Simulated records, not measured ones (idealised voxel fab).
The following process module bears the name voxel ribs on slabs.
FYI the section here is cut, 235 nm wide, cells are 5 nm squares.
Square cells in a grid make up a cross-section in this document, and the grid is given as bands, listed from the top down, each one or more rows of cells. In this notation a band is specified by the heights of its top and bottom, in that order and in nm, after which its materials appear from left to right, each paired with its width in nm. The word "all across" attached to a single material means that material fills the band from edge to edge; the word "empty" stands for empty space. Heights are reckoned from 0. Under this level, the received wafer is all of one material. The bottommost band is open-ended downward, for example "z 0 and below". A width such as "30..40" changes by the same amount from each row of cells to the next, from the band's top row to its bottom row. No cell of the cross-section changed in a step that is given as "nothing was modified". Each empty space that has no open way to the top and spans at least 8 cells appears under "Enclosed void inventory" as width x height at distance, the distance counted from the left edge, all in nm. Text after the settings on a step's line: the simulator's own remark on that step. "overlay nm" denotes, for a step that has a mask, the displacement of the mask to the right of its planned place, with negative values corresponding to the left.
-- This section lists the process steps that were planned
step 1: RECEIVE,material Si
step 2: DIRECTIONAL_DEP,material SiO2,thk nm 25
step 3: DIRECTIONAL_DEP,material polySi,thk nm 20
step 4: DIRECTIONAL_DEP,material aC,thk nm 10
step 5: PATTERN,tone cover,mask id RIB,material resist,width nm 30,thk nm 25,overlay nm 0
step 6: DIRECTIONAL_ETCH,etch materials aC,depth nm 10
step 7: STRIP,etch materials resist
step 8: DIRECTIONAL_ETCH,etch materials polySi,depth nm 10
step 9: STRIP,etch materials aC
step 10: MASKED_ETCH,tone cover,mask id SLAB,width nm 80,etch materials polySi,depth nm 10,overlay nm 0
step 11: FILL_DEP,material SiO2,thk nm 25
step 12: CMP,height nm 60
step 13: DIRECTIONAL_DEP,material TiN,thk nm 5
step 14: PATTERN,tone cover,mask id HEATER,material resist,width nm 40,thk nm 15,overlay nm 0
step 15: DIRECTIONAL_ETCH,etch materials TiN,depth nm 5
step 16: STRIP,etch materials resist
step 17: CONFORMAL_DEP,material SiO2,thk nm 5
-- Received-state cross-section, reflecting completion of step 1
> z 0 and below | Si all across
> Enclosed void inventory: none
-- first wafer at the end, as planned
> z 70 to 65 | 90 nm empty / 50 nm SiO2 / 95 nm empty
> z 65 to 60 | 95 nm SiO2 / 40 nm TiN / 100 nm SiO2
> z 60 to 45 | SiO2 all across
> z 45 to 35 | 100 nm SiO2 / 30 nm polySi / 105 nm SiO2
> z 35 to 25 | 75 nm SiO2 / 80 nm polySi / 80 nm SiO2
> z 25 to 0 | SiO2 all across
> z 0 and below | Si all across
> Enclosed void inventory: none
-- The second wafer, shown in cross-section after the module: started the same way as the first and given the same plan, yet one mistake crept into how it was run
> z 70 to 65 | 90 nm empty / 50 nm SiO2 / 95 nm empty
> z 65 to 60 | 95 nm SiO2 / 40 nm TiN / 100 nm SiO2
> z 60 to 45 | SiO2 all across
> z 45 to 35 | 100 nm SiO2 / 30 nm polySi / 105 nm SiO2
> z 35 to 25 | 65 nm SiO2 / 80 nm polySi / 90 nm SiO2
> z 25 to 0 | SiO2 all across
> z 0 and below | Si all across
> Enclosed void inventory: none
What was the processing mistake? rather than as planned, step 10 actually ran as MASKED_ETCH,tone cover,mask id SLAB,width nm 80,etch materials polySi,depth nm 10,overlay nm -10
Final wafers compared: equal cell tally per material, rearranged layout.
